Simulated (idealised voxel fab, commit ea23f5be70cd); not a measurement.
This section sets out a process module, namely voxel wiring stack.
Square cells of 5 nm make up the cross-section cut, whose width is 205 nm.
Throughout this document, each cross-section is represented as a grid of square cells and is presented as a sequence of bands enumerated from the top downward, where a band comprises one or more rows of cells.
A band entry consists of two parts. The first gives the height of the band's top and the height of its bottom, in nm. The rest lists the band's materials from left to right, each with its width in nm. A single material labelled with the word "full width" fills the band from edge to edge, and the word "air" marks empty space.
Height datum 0, below which the as-received substrate wafer is one material. Lowest band open at the bottom, running downward: "from 0 down".
Width spec "30 to 40" -> top row of cells at first value, bottom row at second value, equal per-row change in between.
"remains unaltered" (step): cross-section cells unchanged, all of them.
Listed in "Cavities, sealed": every empty space of 8 or more cells without an open way to the top. Form: width x height at distance, the distance being from the left edge, all in nm.
Post-settings text on a step line: simulator's own remark regarding the step.
A step line may carry the setting "overlay nm", which, for steps involving a mask, states the distance by which the mask lay to the right of its intended position; negative values denote displacement to the left.

The steps planned for the process are as follows
- 1: RECEIVE [material Si]
- 2: CONFORMAL_DEP [material SiO2] [thk nm 15]
- 3: CONFORMAL_DEP [material SiCN] [thk nm 5]
- 4: DIRECTIONAL_DEP [material lowk] [thk nm 25]
- 5: DIRECTIONAL_DEP [material aC] [thk nm 10]
- 6: PATTERN [tone open] [mask id METAL_1] [material resist] [width nm 25] [pitch nm 50] [thk nm 30] [overlay nm 0]
- 7: DIRECTIONAL_ETCH [etch materials aC] [depth nm 10]
- 8: STRIP [etch materials resist]
- 9: DIRECTIONAL_ETCH [etch materials lowk] [depth nm 25]
- 10: DIRECTIONAL_ETCH [etch materials SiCN] [depth nm 5]
- 11: STRIP [etch materials aC]
- 12: CONFORMAL_DEP [material TiN] [thk nm 5]
- 13: FILL_DEP [material Cu] [thk nm 10]
- 14: CMP [height nm 45]
- 15: CONFORMAL_DEP [material SiCN] [thk nm 5]
- 16: DIRECTIONAL_DEP [material lowk] [thk nm 15]
- 17: DIRECTIONAL_DEP [material aC] [thk nm 15]
- 18: PATTERN [tone open] [mask id PLUG_1] [material resist] [width nm 15] [pitch nm 50] [thk nm 30] [overlay nm 0]
- 19: DIRECTIONAL_ETCH [etch materials aC] [depth nm 15]
- 20: STRIP [etch materials resist]
- 21: DIRECTIONAL_ETCH [etch materials lowk] [depth nm 15]
- 22: DIRECTIONAL_ETCH [etch materials SiCN] [depth nm 5]
- 23: STRIP [etch materials aC]
- 24: CONFORMAL_DEP [material TiN] [thk nm 5]
- 25: FILL_DEP [material Ru] [thk nm 5]
- 26: CMP [height nm 65]
- 27: DIRECTIONAL_DEP [material TiN] [thk nm 5]
- 28: DIRECTIONAL_DEP [material W] [thk nm 20]
- 29: MASKED_ETCH [tone cover] [mask id METAL_2] [width nm 25] [pitch nm 50] [etch materials W] [depth nm 20] [overlay nm 0]
- 30: MASKED_ETCH [tone cover] [mask id METAL_2] [width nm 25] [pitch nm 50] [etch materials TiN] [depth nm 5] [overlay nm 0]
- 31: FILL_DEP [material SiO2] [thk nm 5]
- 32: CMP [height nm 90]
- 33: CONFORMAL_DEP [material SiN] [thk nm 5]

First out of two wafers; run went to plan

Cross-section, incoming material, after step 1
  from 0 down = Si full width
  Cavities, sealed: none

So this is the wafer cross-section right after step 2
  from 15 to 0 = SiO2 full width
  Anything lower than 0 is untouched.

So this is the wafer cross-section right after step 3
  from 20 to 15 = SiCN full width
  Anything lower than 15 is untouched.

So this is the wafer cross-section right after step 4
  from 45 to 20 = lowk full width
  Anything lower than 20 is untouched.

So this is the wafer cross-section right after step 5
  from 55 to 45 = aC full width
  Anything lower than 45 is untouched.

So this is the wafer cross-section right after step 6
  from 85 to 55 = 40 resist; 25 air; 25 resist; 25 air; 25 resist; 25 air; 40 resist
  Anything lower than 55 is untouched.

So this is the wafer cross-section right after step 7
  from 75 to 55 = 40 resist; 25 air; 25 resist; 25 air; 25 resist; 25 air; 40 resist
  from 55 to 45 = 40 aC; 25 air; 25 aC; 25 air; 25 aC; 25 air; 40 aC
  Anything lower than 45 is untouched.

So this is the wafer cross-section right after step 8
  from 55 to 45 = 40 aC; 25 air; 25 aC; 25 air; 25 aC; 25 air; 40 aC
  Anything lower than 45 is untouched.

So this is the wafer cross-section right after step 9
  from 55 to 45 = 40 aC; 25 air; 25 aC; 25 air; 25 aC; 25 air; 40 aC
  from 45 to 20 = 40 lowk; 25 air; 25 lowk; 25 air; 25 lowk; 25 air; 40 lowk
  Anything lower than 20 is untouched.

So this is the wafer cross-section right after step 10
  from 55 to 45 = 40 aC; 25 air; 25 aC; 25 air; 25 aC; 25 air; 40 aC
  from 45 to 20 = 40 lowk; 25 air; 25 lowk; 25 air; 25 lowk; 25 air; 40 lowk
  from 20 to 15 = 40 SiCN; 25 air; 25 SiCN; 25 air; 25 SiCN; 25 air; 40 SiCN
  Anything lower than 15 is untouched.

So this is the wafer cross-section right after step 11
  from 45 to 20 = 40 lowk; 25 air; 25 lowk; 25 air; 25 lowk; 25 air; 40 lowk
  Anything lower than 20 is untouched.

So this is the wafer cross-section right after step 12
  from 50 to 45 = 45 TiN; 15 air; 35 TiN; 15 air; 35 TiN; 15 air; 45 TiN
  from 45 to 20 = 40 lowk; 5 TiN; 15 air; 5 TiN; 25 lowk; 5 TiN; 15 air; 5 TiN; 25 lowk; 5 TiN; 15 air; 5 TiN; 40 lowk
  from 20 to 15 = 40 SiCN; 25 TiN; 25 SiCN; 25 TiN; 25 SiCN; 25 TiN; 40 SiCN
  Anything lower than 15 is untouched.

So this is the wafer cross-section right after step 13
  from 60 to 50 = Cu full width
  from 50 to 45 = 45 TiN; 15 Cu; 35 TiN; 15 Cu; 35 TiN; 15 Cu; 45 TiN
  from 45 to 20 = 40 lowk; 5 TiN; 15 Cu; 5 TiN; 25 lowk; 5 TiN; 15 Cu; 5 TiN; 25 lowk; 5 TiN; 15 Cu; 5 TiN; 40 lowk
  Anything lower than 20 is untouched.

So this is the wafer cross-section right after step 14
  from 45 to 20 = 40 lowk; 5 TiN; 15 Cu; 5 TiN; 25 lowk; 5 TiN; 15 Cu; 5 TiN; 25 lowk; 5 TiN; 15 Cu; 5 TiN; 40 lowk
  Anything lower than 20 is untouched.

So this is the wafer cross-section right after step 15
  from 50 to 45 = SiCN full width
  Anything lower than 45 is untouched.

So this is the wafer cross-section right after step 16
  from 65 to 50 = lowk full width
  Anything lower than 50 is untouched.

So this is the wafer cross-section right after step 17
  from 80 to 65 = aC full width
  Anything lower than 65 is untouched.

So this is the wafer cross-section right after step 18
  from 110 to 80 = 40 resist; 15 air; 35 resist; 15 air; 35 resist; 15 air; 50 resist
  Anything lower than 80 is untouched.

So this is the wafer cross-section right after step 19
  from 95 to 80 = 40 resist; 15 air; 35 resist; 15 air; 35 resist; 15 air; 50 resist
  from 80 to 65 = 40 aC; 15 air; 35 aC; 15 air; 35 aC; 15 air; 50 aC
  Anything lower than 65 is untouched.

So this is the wafer cross-section right after step 20
  from 80 to 65 = 40 aC; 15 air; 35 aC; 15 air; 35 aC; 15 air; 50 aC
  Anything lower than 65 is untouched.

So this is the wafer cross-section right after step 21
  from 80 to 65 = 40 aC; 15 air; 35 aC; 15 air; 35 aC; 15 air; 50 aC
  from 65 to 50 = 40 lowk; 15 air; 35 lowk; 15 air; 35 lowk; 15 air; 50 lowk
  Anything lower than 50 is untouched.

So this is the wafer cross-section right after step 22
  from 80 to 65 = 40 aC; 15 air; 35 aC; 15 air; 35 aC; 15 air; 50 aC
  from 65 to 50 = 40 lowk; 15 air; 35 lowk; 15 air; 35 lowk; 15 air; 50 lowk
  from 50 to 45 = 40 SiCN; 15 air; 35 SiCN; 15 air; 35 SiCN; 15 air; 50 SiCN
  Anything lower than 45 is untouched.

So this is the wafer cross-section right after step 23
  from 65 to 50 = 40 lowk; 15 air; 35 lowk; 15 air; 35 lowk; 15 air; 50 lowk
  Anything lower than 50 is untouched.

So this is the wafer cross-section right after step 24
  from 70 to 65 = 45 TiN; 5 air; 45 TiN; 5 air; 45 TiN; 5 air; 55 TiN
  from 65 to 50 = 40 lowk; 5 TiN; 5 air; 5 TiN; 35 lowk; 5 TiN; 5 air; 5 TiN; 35 lowk; 5 TiN; 5 air; 5 TiN; 50 lowk
  from 50 to 45 = 40 SiCN; 15 TiN; 35 SiCN; 15 TiN; 35 SiCN; 15 TiN; 50 SiCN
  Anything lower than 45 is untouched.

So this is the wafer cross-section right after step 25
  from 75 to 70 = Ru full width
  from 70 to 65 = 45 TiN; 5 Ru; 45 TiN; 5 Ru; 45 TiN; 5 Ru; 55 TiN
  from 65 to 50 = 40 lowk; 5 TiN; 5 Ru; 5 TiN; 35 lowk; 5 TiN; 5 Ru; 5 TiN; 35 lowk; 5 TiN; 5 Ru; 5 TiN; 50 lowk
  Anything lower than 50 is untouched.

So this is the wafer cross-section right after step 26
  from 65 to 50 = 40 lowk; 5 TiN; 5 Ru; 5 TiN; 35 lowk; 5 TiN; 5 Ru; 5 TiN; 35 lowk; 5 TiN; 5 Ru; 5 TiN; 50 lowk
  Anything lower than 50 is untouched.

So this is the wafer cross-section right after step 27
  from 70 to 65 = TiN full width
  Anything lower than 65 is untouched.

So this is the wafer cross-section right after step 28
  from 90 to 70 = W full width
  Anything lower than 70 is untouched.

So this is the wafer cross-section right after step 29
  from 90 to 70 = 40 air; 25 W; 25 air; 25 W; 25 air; 25 W; 40 air
  Anything lower than 70 is untouched.

So this is the wafer cross-section right after step 30
  from 90 to 70 = 40 air; 25 W; 25 air; 25 W; 25 air; 25 W; 40 air
  from 70 to 65 = 40 air; 25 TiN; 25 air; 25 TiN; 25 air; 25 TiN; 40 air
  Anything lower than 65 is untouched.

So this is the wafer cross-section right after step 31
  from 95 to 90 = SiO2 full width
  from 90 to 70 = 40 SiO2; 25 W; 25 SiO2; 25 W; 25 SiO2; 25 W; 40 SiO2
  from 70 to 65 = 40 SiO2; 25 TiN; 25 SiO2; 25 TiN; 25 SiO2; 25 TiN; 40 SiO2
  Anything lower than 65 is untouched.

So this is the wafer cross-section right after step 32
  from 90 to 70 = 40 SiO2; 25 W; 25 SiO2; 25 W; 25 SiO2; 25 W; 40 SiO2
  Anything lower than 70 is untouched.

So this is the wafer cross-section right after step 33
  from 95 to 90 = SiN full width
  Anything lower than 90 is untouched.

Now the other wafer: same start, same recipe, but we messed up one thing when running it. Up to and including step 2 it's the same as the first one

Second wafer at the planned finish of step 3, seen in cross-section: remains unaltered

Second wafer at the planned finish of step 4, seen in cross-section
  from 40 to 15 = lowk full width
  Anything lower than 15 is untouched.

Second wafer at the planned finish of step 5, seen in cross-section
  from 50 to 40 = aC full width
  Anything lower than 40 is untouched.

Second wafer at the planned finish of step 6, seen in cross-section
  from 80 to 50 = 40 resist; 25 air; 25 resist; 25 air; 25 resist; 25 air; 40 resist
  Anything lower than 50 is untouched.

Second wafer at the planned finish of step 7, seen in cross-section
  from 70 to 50 = 40 resist; 25 air; 25 resist; 25 air; 25 resist; 25 air; 40 resist
  from 50 to 40 = 40 aC; 25 air; 25 aC; 25 air; 25 aC; 25 air; 40 aC
  Anything lower than 40 is untouched.

Second wafer at the planned finish of step 8, seen in cross-section
  from 50 to 40 = 40 aC; 25 air; 25 aC; 25 air; 25 aC; 25 air; 40 aC
  Anything lower than 40 is untouched.

Second wafer at the planned finish of step 9, seen in cross-section
  from 50 to 40 = 40 aC; 25 air; 25 aC; 25 air; 25 aC; 25 air; 40 aC
  from 40 to 15 = 40 lowk; 25 air; 25 lowk; 25 air; 25 lowk; 25 air; 40 lowk
  Anything lower than 15 is untouched.

Second wafer at the planned finish of step 10, seen in cross-section: remains unaltered

Second wafer at the planned finish of step 11, seen in cross-section
  from 40 to 15 = 40 lowk; 25 air; 25 lowk; 25 air; 25 lowk; 25 air; 40 lowk
  Anything lower than 15 is untouched.

Second wafer at the planned finish of step 12, seen in cross-section
  from 45 to 40 = 45 TiN; 15 air; 35 TiN; 15 air; 35 TiN; 15 air; 45 TiN
  from 40 to 20 = 40 lowk; 5 TiN; 15 air; 5 TiN; 25 lowk; 5 TiN; 15 air; 5 TiN; 25 lowk; 5 TiN; 15 air; 5 TiN; 40 lowk
  from 20 to 15 = 40 lowk; 25 TiN; 25 lowk; 25 TiN; 25 lowk; 25 TiN; 40 lowk
  Anything lower than 15 is untouched.

Second wafer at the planned finish of step 13, seen in cross-section
  from 55 to 45 = Cu full width
  from 45 to 40 = 45 TiN; 15 Cu; 35 TiN; 15 Cu; 35 TiN; 15 Cu; 45 TiN
  from 40 to 20 = 40 lowk; 5 TiN; 15 Cu; 5 TiN; 25 lowk; 5 TiN; 15 Cu; 5 TiN; 25 lowk; 5 TiN; 15 Cu; 5 TiN; 40 lowk
  Anything lower than 20 is untouched.

Second wafer at the planned finish of step 14, seen in cross-section
  from 45 to 40 = 45 TiN; 15 Cu; 35 TiN; 15 Cu; 35 TiN; 15 Cu; 45 TiN
  Anything lower than 40 is untouched.

Second wafer at the planned finish of step 15, seen in cross-section
  from 50 to 45 = SiCN full width
  Anything lower than 45 is untouched.

Second wafer at the planned finish of step 16, seen in cross-section
  from 65 to 50 = lowk full width
  Anything lower than 50 is untouched.

Second wafer at the planned finish of step 17, seen in cross-section
  from 80 to 65 = aC full width
  Anything lower than 65 is untouched.

Second wafer at the planned finish of step 18, seen in cross-section
  from 110 to 80 = 40 resist; 15 air; 35 resist; 15 air; 35 resist; 15 air; 50 resist
  Anything lower than 80 is untouched.

Second wafer at the planned finish of step 19, seen in cross-section
  from 95 to 80 = 40 resist; 15 air; 35 resist; 15 air; 35 resist; 15 air; 50 resist
  from 80 to 65 = 40 aC; 15 air; 35 aC; 15 air; 35 aC; 15 air; 50 aC
  Anything lower than 65 is untouched.

Second wafer at the planned finish of step 20, seen in cross-section
  from 80 to 65 = 40 aC; 15 air; 35 aC; 15 air; 35 aC; 15 air; 50 aC
  Anything lower than 65 is untouched.

Second wafer at the planned finish of step 21, seen in cross-section
  from 80 to 65 = 40 aC; 15 air; 35 aC; 15 air; 35 aC; 15 air; 50 aC
  from 65 to 50 = 40 lowk; 15 air; 35 lowk; 15 air; 35 lowk; 15 air; 50 lowk
  Anything lower than 50 is untouched.

Second wafer at the planned finish of step 22, seen in cross-section
  from 80 to 65 = 40 aC; 15 air; 35 aC; 15 air; 35 aC; 15 air; 50 aC
  from 65 to 50 = 40 lowk; 15 air; 35 lowk; 15 air; 35 lowk; 15 air; 50 lowk
  from 50 to 45 = 40 SiCN; 15 air; 35 SiCN; 15 air; 35 SiCN; 15 air; 50 SiCN
  Anything lower than 45 is untouched.

Second wafer at the planned finish of step 23, seen in cross-section
  from 65 to 50 = 40 lowk; 15 air; 35 lowk; 15 air; 35 lowk; 15 air; 50 lowk
  Anything lower than 50 is untouched.

Second wafer at the planned finish of step 24, seen in cross-section
  from 70 to 65 = 45 TiN; 5 air; 45 TiN; 5 air; 45 TiN; 5 air; 55 TiN
  from 65 to 50 = 40 lowk; 5 TiN; 5 air; 5 TiN; 35 lowk; 5 TiN; 5 air; 5 TiN; 35 lowk; 5 TiN; 5 air; 5 TiN; 50 lowk
  from 50 to 45 = 40 SiCN; 15 TiN; 35 SiCN; 15 TiN; 35 SiCN; 15 TiN; 50 SiCN
  Anything lower than 45 is untouched.

Second wafer at the planned finish of step 25, seen in cross-section
  from 75 to 70 = Ru full width
  from 70 to 65 = 45 TiN; 5 Ru; 45 TiN; 5 Ru; 45 TiN; 5 Ru; 55 TiN
  from 65 to 50 = 40 lowk; 5 TiN; 5 Ru; 5 TiN; 35 lowk; 5 TiN; 5 Ru; 5 TiN; 35 lowk; 5 TiN; 5 Ru; 5 TiN; 50 lowk
  Anything lower than 50 is untouched.

Second wafer at the planned finish of step 26, seen in cross-section
  from 65 to 50 = 40 lowk; 5 TiN; 5 Ru; 5 TiN; 35 lowk; 5 TiN; 5 Ru; 5 TiN; 35 lowk; 5 TiN; 5 Ru; 5 TiN; 50 lowk
  Anything lower than 50 is untouched.

Second wafer at the planned finish of step 27, seen in cross-section
  from 70 to 65 = TiN full width
  Anything lower than 65 is untouched.

Second wafer at the planned finish of step 28, seen in cross-section
  from 90 to 70 = W full width
  Anything lower than 70 is untouched.

Second wafer at the planned finish of step 29, seen in cross-section
  from 90 to 70 = 40 air; 25 W; 25 air; 25 W; 25 air; 25 W; 40 air
  Anything lower than 70 is untouched.

Second wafer at the planned finish of step 30, seen in cross-section
  from 90 to 70 = 40 air; 25 W; 25 air; 25 W; 25 air; 25 W; 40 air
  from 70 to 65 = 40 air; 25 TiN; 25 air; 25 TiN; 25 air; 25 TiN; 40 air
  Anything lower than 65 is untouched.

Second wafer at the planned finish of step 31, seen in cross-section
  from 95 to 90 = SiO2 full width
  from 90 to 70 = 40 SiO2; 25 W; 25 SiO2; 25 W; 25 SiO2; 25 W; 40 SiO2
  from 70 to 65 = 40 SiO2; 25 TiN; 25 SiO2; 25 TiN; 25 SiO2; 25 TiN; 40 SiO2
  Anything lower than 65 is untouched.

Second wafer at the planned finish of step 32, seen in cross-section
  from 90 to 70 = 40 SiO2; 25 W; 25 SiO2; 25 W; 25 SiO2; 25 W; 40 SiO2
  Anything lower than 70 is untouched.

Second wafer at the planned finish of step 33, seen in cross-section
  from 95 to 90 = SiN full width
  Anything lower than 90 is untouched.
Deviation from plan: step 3 was dropped from the plan's execution and never run
Final cells, second wafer relative to first, materials higher or lower: 26 fewer of SiCN; 26 more of TiN
